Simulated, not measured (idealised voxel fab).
Proc. module: voxel capacitor over wiring
Each square cell in cross-section cut measures 5 nm, and the section as a whole is 195 nm wide.
Bands, listed from the top down, are how a cross-section gets written in this document; the cross-section itself is a grid of square cells, and a band is one or more rows of them. Within each band entry, the heights of the top and of the bottom of the band appear first, in that order and in nm; the materials of the band then follow from left to right, each with its corresponding width in nm. The designation "throughout" on a single material indicates that it fills the band from edge to edge; the designation "empty" indicates empty space. Heights from 0 (as-received wafer is one material below). Bottom band endless downward, as "0 nm and below". Width "30..40": first value at the band's top row of cells, second value at its bottom row, equal change from row to row. Step note "nothing was modified" = no cross-section cell changed. "Enclosed voids" - sealed voids, min. 8 cells, no opening to top; format: width x height at distance (distance from left edge; nm throughout). Whatever follows a step's settings on its line is a remark the simulator itself makes about that step. overlay nm: for a step with a mask, the amount by which the mask lay right of where it was planned; a negative amount means left of it.

[Intended process steps]
1. RECEIVE (material Si)
2. CONFORMAL_DEP (material SiO2; thk nm 10)
3. DIRECTIONAL_DEP (material TiN; thk nm 5)
4. DIRECTIONAL_DEP (material W; thk nm 25)
5. DIRECTIONAL_DEP (material aC; thk nm 15)
6. PATTERN (tone cover; mask id METAL_1; material resist; width nm 30; pitch nm 85; thk nm 30; overlay nm 0)
7. DIRECTIONAL_ETCH (etch materials aC; depth nm 15)
8. STRIP (etch materials resist)
9. DIRECTIONAL_ETCH (etch materials W; depth nm 25)
10. DIRECTIONAL_ETCH (etch materials TiN; depth nm 5)
11. STRIP (etch materials aC)
12. FILL_DEP (material lowk; thk nm 10)
13. CMP (height nm 40)
14. CONFORMAL_DEP (material SiCN; thk nm 5)
15. DIRECTIONAL_DEP (material lowk; thk nm 15)
16. MASKED_ETCH (tone open; mask id PLUG_1; width nm 15; etch materials lowk; depth nm 15; overlay nm 0)
17. MASKED_ETCH (tone open; mask id PLUG_1; width nm 15; etch materials SiCN; depth nm 5; overlay nm 0)
18. EPI (material Ru; thk nm 10)
19. EPI (material Ru; thk nm 10)
20. DIRECTIONAL_DEP (material TiN; thk nm 10)
21. DIRECTIONAL_DEP (material Al2O3; thk nm 5)
22. DIRECTIONAL_DEP (material TiN; thk nm 10)
23. MASKED_ETCH (tone cover; mask id UPPER_PLATE; width nm 60; etch materials TiN; depth nm 10; overlay nm 0)
24. MASKED_ETCH (tone cover; mask id UPPER_PLATE; width nm 60; etch materials Al2O3; depth nm 5; overlay nm 0)
25. DIRECTIONAL_DEP (material aC; thk nm 15)
26. PATTERN (tone cover; mask id LOWER_PLATE; material resist; width nm 70; thk nm 30; overlay nm 0)
27. DIRECTIONAL_ETCH (etch materials aC; depth nm 15)
28. STRIP (etch materials resist)
29. DIRECTIONAL_ETCH (etch materials TiN; depth nm 10)
30. STRIP (etch materials aC)
31. FILL_DEP (material SiO2; thk nm 20)
32. CMP (height nm 100)
33. PATTERN (tone open; mask id PLUG_2; material resist; width nm 15; thk nm 15; overlay nm 0)
34. DIRECTIONAL_ETCH (etch materials SiO2; depth nm 15)
35. STRIP (etch materials resist)
36. CONFORMAL_DEP (material TiN; thk nm 5)
37. FILL_DEP (material W; thk nm 5)
38. CMP (height nm 100)
39. CONFORMAL_DEP (material SiCN; thk nm 5)

[The following pertains to the first of two wafers, which was processed as planned]

[Wafer as received: cross-section following step 1]
> 0 nm and below | Si throughout
> Enclosed voids: none

[So this is the wafer cross-section right after step 2]
> 10 nm to 0 nm | SiO2 throughout
> Nothing below the height 0 has changed.

[So this is the wafer cross-section right after step 3]
> 15 nm to 10 nm | TiN throughout
> Nothing below the height 10 has changed.

[So this is the wafer cross-section right after step 4]
> 40 nm to 15 nm | W throughout
> Nothing below the height 15 has changed.

[So this is the wafer cross-section right after step 5]
> 55 nm to 40 nm | aC throughout
> Nothing below the height 40 has changed.

[So this is the wafer cross-section right after step 6]
> 85 nm to 55 nm | empty=40  resist=30  empty=55  resist=30  empty=40
> Nothing below the height 55 has changed.

[So this is the wafer cross-section right after step 7]
> 70 nm to 55 nm | empty=40  resist=30  empty=55  resist=30  empty=40
> 55 nm to 40 nm | empty=40  aC=30  empty=55  aC=30  empty=40
> Nothing below the height 40 has changed.

[So this is the wafer cross-section right after step 8]
> 55 nm to 40 nm | empty=40  aC=30  empty=55  aC=30  empty=40
> Nothing below the height 40 has changed.

[So this is the wafer cross-section right after step 9]
> 55 nm to 40 nm | empty=40  aC=30  empty=55  aC=30  empty=40
> 40 nm to 15 nm | empty=40  W=30  empty=55  W=30  empty=40
> Nothing below the height 15 has changed.

[So this is the wafer cross-section right after step 10]
> 55 nm to 40 nm | empty=40  aC=30  empty=55  aC=30  empty=40
> 40 nm to 15 nm | empty=40  W=30  empty=55  W=30  empty=40
> 15 nm to 10 nm | empty=40  TiN=30  empty=55  TiN=30  empty=40
> Nothing below the height 10 has changed.

[So this is the wafer cross-section right after step 11]
> 40 nm to 15 nm | empty=40  W=30  empty=55  W=30  empty=40
> Nothing below the height 15 has changed.

[So this is the wafer cross-section right after step 12]
> 50 nm to 40 nm | lowk throughout
> 40 nm to 15 nm | lowk=40  W=30  lowk=55  W=30  lowk=40
> 15 nm to 10 nm | lowk=40  TiN=30  lowk=55  TiN=30  lowk=40
> Nothing below the height 10 has changed.

[So this is the wafer cross-section right after step 13]
> 40 nm to 15 nm | lowk=40  W=30  lowk=55  W=30  lowk=40
> Nothing below the height 15 has changed.

[So this is the wafer cross-section right after step 14]
> 45 nm to 40 nm | SiCN throughout
> Nothing below the height 40 has changed.

[So this is the wafer cross-section right after step 15]
> 60 nm to 45 nm | lowk throughout
> Nothing below the height 45 has changed.

[So this is the wafer cross-section right after step 16]
> 60 nm to 45 nm | lowk=55  empty=15  lowk=125
> Nothing below the height 45 has changed.

[So this is the wafer cross-section right after step 17]
> 60 nm to 45 nm | lowk=55  empty=15  lowk=125
> 45 nm to 40 nm | SiCN=55  empty=15  SiCN=125
> Nothing below the height 40 has changed.

[So this is the wafer cross-section right after step 18]
> 60 nm to 50 nm | lowk=55  empty=15  lowk=125
> 50 nm to 45 nm | lowk=55  Ru=15  lowk=125
> 45 nm to 40 nm | SiCN=55  Ru=15  SiCN=125
> Nothing below the height 40 has changed.

[So this is the wafer cross-section right after step 19]
> 60 nm to 45 nm | lowk=55  Ru=15  lowk=125
> Nothing below the height 45 has changed.

[So this is the wafer cross-section right after step 20]
> 70 nm to 60 nm | TiN throughout
> Nothing below the height 60 has changed.

[So this is the wafer cross-section right after step 21]
> 75 nm to 70 nm | Al2O3 throughout
> Nothing below the height 70 has changed.

[So this is the wafer cross-section right after step 22]
> 85 nm to 75 nm | TiN throughout
> Nothing below the height 75 has changed.

[So this is the wafer cross-section right after step 23]
> 85 nm to 75 nm | empty=55  TiN=60  empty=80
> Nothing below the height 75 has changed.

[So this is the wafer cross-section right after step 24]
> 85 nm to 75 nm | empty=55  TiN=60  empty=80
> 75 nm to 70 nm | empty=55  Al2O3=60  empty=80
> Nothing below the height 70 has changed.

[So this is the wafer cross-section right after step 25]
> 100 nm to 85 nm | empty=55  aC=60  empty=80
> 85 nm to 75 nm | aC=55  TiN=60  aC=80
> 75 nm to 70 nm | aC=55  Al2O3=60  aC=80
> Nothing below the height 70 has changed.

[So this is the wafer cross-section right after step 26]
> 130 nm to 100 nm | empty=50  resist=70  empty=75
> 100 nm to 85 nm | empty=50  resist=5  aC=60  resist=5  empty=75
> Nothing below the height 85 has changed.

[So this is the wafer cross-section right after step 27]
> 115 nm to 100 nm | empty=50  resist=70  empty=75
> 100 nm to 85 nm | empty=50  resist=5  aC=60  resist=5  empty=75
> 85 nm to 75 nm | empty=50  aC=5  TiN=60  aC=5  empty=75
> 75 nm to 70 nm | empty=50  aC=5  Al2O3=60  aC=5  empty=75
> Nothing below the height 70 has changed.

[So this is the wafer cross-section right after step 28]
> 100 nm to 85 nm | empty=55  aC=60  empty=80
> Nothing below the height 85 has changed.

[So this is the wafer cross-section right after step 29]
> 100 nm to 85 nm | empty=55  aC=60  empty=80
> 85 nm to 75 nm | empty=50  aC=5  TiN=60  aC=5  empty=75
> 75 nm to 70 nm | empty=50  aC=5  Al2O3=60  aC=5  empty=75
> 70 nm to 60 nm | empty=50  TiN=70  empty=75
> Nothing below the height 60 has changed.

[So this is the wafer cross-section right after step 30]
> 85 nm to 75 nm | empty=55  TiN=60  empty=80
> 75 nm to 70 nm | empty=55  Al2O3=60  empty=80
> Nothing below the height 70 has changed.

[So this is the wafer cross-section right after step 31]
> 105 nm to 85 nm | SiO2 throughout
> 85 nm to 75 nm | SiO2=55  TiN=60  SiO2=80
> 75 nm to 70 nm | SiO2=55  Al2O3=60  SiO2=80
> 70 nm to 60 nm | SiO2=50  TiN=70  SiO2=75
> Nothing below the height 60 has changed.

[So this is the wafer cross-section right after step 32]
> 100 nm to 85 nm | SiO2 throughout
> Nothing below the height 85 has changed.

[So this is the wafer cross-section right after step 33]
> 115 nm to 100 nm | resist=65  empty=15  resist=115
> Nothing below the height 100 has changed.

[So this is the wafer cross-section right after step 34]
> 115 nm to 100 nm | resist=65  empty=15  resist=115
> 100 nm to 85 nm | SiO2=65  empty=15  SiO2=115
> Nothing below the height 85 has changed.

[So this is the wafer cross-section right after step 35]
> 100 nm to 85 nm | SiO2=65  empty=15  SiO2=115
> Nothing below the height 85 has changed.

[So this is the wafer cross-section right after step 36]
> 105 nm to 100 nm | TiN=70  empty=5  TiN=120
> 100 nm to 90 nm | SiO2=65  TiN=5  empty=5  TiN=5  SiO2=115
> 90 nm to 85 nm | SiO2=65  TiN=15  SiO2=115
> Nothing below the height 85 has changed.

[So this is the wafer cross-section right after step 37]
> 110 nm to 105 nm | W throughout
> 105 nm to 100 nm | TiN=70  W=5  TiN=120
> 100 nm to 90 nm | SiO2=65  TiN=5  W=5  TiN=5  SiO2=115
> Nothing below the height 90 has changed.

[So this is the wafer cross-section right after step 38]
> 100 nm to 90 nm | SiO2=65  TiN=5  W=5  TiN=5  SiO2=115
> Nothing below the height 90 has changed.

[So this is the wafer cross-section right after step 39]
> 105 nm to 100 nm | SiCN throughout
> Nothing below the height 100 has changed.

[Second wafer, same starting conditions and recipe as the first, one mistake in executing it, nothing differs from the first up to and including step 13]

[when step 14 should have ended]
> 55 nm to 40 nm | lowk throughout
> Nothing below the height 40 has changed.

[when step 15 should have ended]
> 60 nm to 55 nm | SiCN throughout
> Nothing below the height 55 has changed.

when step 16 should have ended: nothing was modified

[when step 17 should have ended]
> 60 nm to 55 nm | SiCN=55  empty=15  SiCN=125
> Nothing below the height 55 has changed.

when step 18 should have ended: nothing was modified

when step 19 should have ended: nothing was modified

[when step 20 should have ended]
> 70 nm to 65 nm | TiN=55  empty=15  TiN=125
> 65 nm to 60 nm | TiN throughout
> 60 nm to 55 nm | SiCN=55  TiN=15  SiCN=125
> Nothing below the height 55 has changed.

[when step 21 should have ended]
> 75 nm to 70 nm | Al2O3=55  empty=15  Al2O3=125
> 70 nm to 65 nm | TiN=55  Al2O3=15  TiN=125
> Nothing below the height 65 has changed.

[when step 22 should have ended]
> 85 nm to 80 nm | TiN=55  empty=15  TiN=125
> 80 nm to 75 nm | TiN throughout
> 75 nm to 70 nm | Al2O3=55  TiN=15  Al2O3=125
> Nothing below the height 70 has changed.

[when step 23 should have ended]
> 85 nm to 75 nm | empty=70..55  TiN=45..60  empty=80
> Nothing below the height 75 has changed.

[when step 24 should have ended]
> 85 nm to 75 nm | empty=70..55  TiN=45..60  empty=80
> 75 nm to 70 nm | empty=55  TiN=15  Al2O3=45  empty=80
> Nothing below the height 70 has changed.

[when step 25 should have ended]
> 100 nm to 95 nm | empty=70  aC=45  empty=80
> 95 nm to 85 nm | empty=55  aC=60  empty=80
> 85 nm to 75 nm | aC=70..55  TiN=45..60  aC=80
> 75 nm to 70 nm | aC=55  TiN=15  Al2O3=45  aC=80
> Nothing below the height 70 has changed.

[when step 26 should have ended]
> 130 nm to 100 nm | empty=50  resist=70  empty=75
> 100 nm to 95 nm | empty=50  resist=20  aC=45  resist=5  empty=75
> 95 nm to 85 nm | empty=50  resist=5  aC=60  resist=5  empty=75
> Nothing below the height 85 has changed.

[when step 27 should have ended]
> 115 nm to 100 nm | empty=50  resist=70  empty=75
> 100 nm to 95 nm | empty=50  resist=20  aC=45  resist=5  empty=75
> 95 nm to 85 nm | empty=50  resist=5  aC=60  resist=5  empty=75
> 85 nm to 75 nm | empty=50  aC=20..5  TiN=45..60  aC=5  empty=75
> 75 nm to 70 nm | empty=50  aC=5  TiN=15  Al2O3=45  aC=5  empty=75
> Nothing below the height 70 has changed.

[when step 28 should have ended]
> 100 nm to 95 nm | empty=70  aC=45  empty=80
> 95 nm to 85 nm | empty=55  aC=60  empty=80
> Nothing below the height 85 has changed.

[when step 29 should have ended]
> 100 nm to 95 nm | empty=70  aC=45  empty=80
> 95 nm to 85 nm | empty=55  aC=60  empty=80
> 85 nm to 75 nm | empty=50  aC=20..5  TiN=45..60  aC=5  empty=75
> 75 nm to 70 nm | empty=50  aC=5  TiN=15  Al2O3=45  aC=5  empty=75
> 70 nm to 65 nm | empty=50  TiN=5  Al2O3=15  TiN=50  empty=75
> 65 nm to 60 nm | empty=50  TiN=70  empty=75
> Nothing below the height 60 has changed.

[when step 30 should have ended]
> 85 nm to 75 nm | empty=70..55  TiN=45..60  empty=80
> 75 nm to 70 nm | empty=55  TiN=15  Al2O3=45  empty=80
> Nothing below the height 70 has changed.

[when step 31 should have ended]
> 105 nm to 85 nm | SiO2 throughout
> 85 nm to 75 nm | SiO2=70..55  TiN=45..60  SiO2=80
> 75 nm to 70 nm | SiO2=55  TiN=15  Al2O3=45  SiO2=80
> 70 nm to 65 nm | SiO2=50  TiN=5  Al2O3=15  TiN=50  SiO2=75
> 65 nm to 60 nm | SiO2=50  TiN=70  SiO2=75
> Nothing below the height 60 has changed.

[when step 32 should have ended]
> 100 nm to 85 nm | SiO2 throughout
> Nothing below the height 85 has changed.

[when step 33 should have ended]
> 115 nm to 100 nm | resist=65  empty=15  resist=115
> Nothing below the height 100 has changed.

[when step 34 should have ended]
> 115 nm to 100 nm | resist=65  empty=15  resist=115
> 100 nm to 85 nm | SiO2=65  empty=15  SiO2=115
> Nothing below the height 85 has changed.

[when step 35 should have ended]
> 100 nm to 85 nm | SiO2=65  empty=15  SiO2=115
> Nothing below the height 85 has changed.

[when step 36 should have ended]
> 105 nm to 100 nm | TiN=70  empty=5  TiN=120
> 100 nm to 90 nm | SiO2=65  TiN=5  empty=5  TiN=5  SiO2=115
> 90 nm to 80 nm | SiO2=65..70  TiN=15..45  SiO2=115..80
> Nothing below the height 80 has changed.

[when step 37 should have ended]
> 110 nm to 105 nm | W throughout
> 105 nm to 100 nm | TiN=70  W=5  TiN=120
> 100 nm to 90 nm | SiO2=65  TiN=5  W=5  TiN=5  SiO2=115
> Nothing below the height 90 has changed.

[when step 38 should have ended]
> 100 nm to 90 nm | SiO2=65  TiN=5  W=5  TiN=5  SiO2=115
> Nothing below the height 90 has changed.

[when step 39 should have ended]
> 105 nm to 100 nm | SiCN throughout
> Nothing below the height 100 has changed.
Here's what went sideways: step 15 occupied the plan position of step 14, and the converse holds as well
End check, counted in cells, second wafer has more or fewer of these materials than the first: 12 fewer of Ru; 3 more of SiO2; 9 more of lowk
